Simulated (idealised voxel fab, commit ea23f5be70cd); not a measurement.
process module | voxel air gaps
cross-section cut | 235 nm wide | cells 5 nm
A cross-section is a grid of square cells, given in bands from the top down. A band is one or more rows of cells.
Each band's line starts with the height of the band's top and of its bottom, in nm. Then come its materials from left to right, each with its width in nm. One material with "throughout" fills the band from edge to edge. "air" is empty space.
Height 0 is the level under which the wafer as received is all one material. The lowest band goes on downwards, as in "0 down".
A width such as "30 to 40" changes by the same amount from each row of cells to the next, from the band's top row to its bottom row.
"no change" after a step means that no cell of the cross-section changed.
closed voids: empty space of 8 cells or more with no open way to the top, each as width x height at its distance from the left edge, in nm
after a step's settings: what the simulator itself notes on the step
overlay nm, on a step with a mask: how far to the right of its planned place the mask lay; to the left if negative
plan
1 op RECEIVE | material Si
2 op CONFORMAL_DEP | material SiO2 | thk nm 10
3 op CONFORMAL_DEP | material SiN | thk nm 5
4 op DIRECTIONAL_DEP | material SiO2 | thk nm 40
5 op DIRECTIONAL_DEP | material aC | thk nm 15
6 op PATTERN | tone open | mask id LINES | material resist | width nm 25 | pitch nm 55 | thk nm 30 | overlay nm 0
7 op DIRECTIONAL_ETCH | etch materials aC | depth nm 15
8 op STRIP | etch materials resist
9 op DIRECTIONAL_ETCH | etch materials SiO2 | depth nm 40
10 op STRIP | etch materials aC
11 op CONFORMAL_DEP | material TiN | thk nm 5
12 op FILL_DEP | material Cu | thk nm 5
13 op CMP | height nm 55
14 op EPI | material Ru | thk nm 10
15 op SELECTIVE_ETCH | etch materials SiO2 | depth nm 50
16 op CONFORMAL_DEP | material SiCN | thk nm 5
as received, after step 1
  0 down: Si throughout
  closed voids: none
a wafer at the end: this start, this plan, one mistake
  70 to 65: air 10 | SiCN 50 | air 5 | SiCN 50 | air 5 | SiCN 50 | air 5 | SiCN 50 | air 10
  65 to 55: air 10 | SiCN 5 | Ru 40 | SiCN 5 | air 5 | SiCN 5 | Ru 40 | SiCN 5 | air 5 | SiCN 5 | Ru 40 | SiCN 5 | air 5 | SiCN 5 | Ru 40 | SiCN 5 | air 10
  55 to 50: air 10 | SiCN 15 | TiN 5 | Cu 10 | TiN 5 | SiCN 15 | air 5 | SiCN 15 | TiN 5 | Cu 10 | TiN 5 | SiCN 15 | air 5 | SiCN 15 | TiN 5 | Cu 10 | TiN 5 | SiCN 15 | air 5 | SiCN 15 | TiN 5 | Cu 10 | TiN 5 | SiCN 15 | air 10
  50 to 20: air 20 | SiCN 5 | TiN 5 | Cu 10 | TiN 5 | SiCN 5 | air 25 | SiCN 5 | TiN 5 | Cu 10 | TiN 5 | SiCN 5 | air 25 | SiCN 5 | TiN 5 | Cu 10 | TiN 5 | SiCN 5 | air 25 | SiCN 5 | TiN 5 | Cu 10 | TiN 5 | SiCN 5 | air 20
  20 to 15: SiCN 25 | TiN 20 | SiCN 35 | TiN 20 | SiCN 35 | TiN 20 | SiCN 35 | TiN 20 | SiCN 25
  15 to 10: SiN throughout
  10 to 0: SiO2 throughout
  0 down: Si throughout
  closed voids: none
what went wrong: step 6 ran as: op PATTERN | tone open | mask id LINES | material resist | width nm 20 | pitch nm 55 | thk nm 30 | overlay nm 0
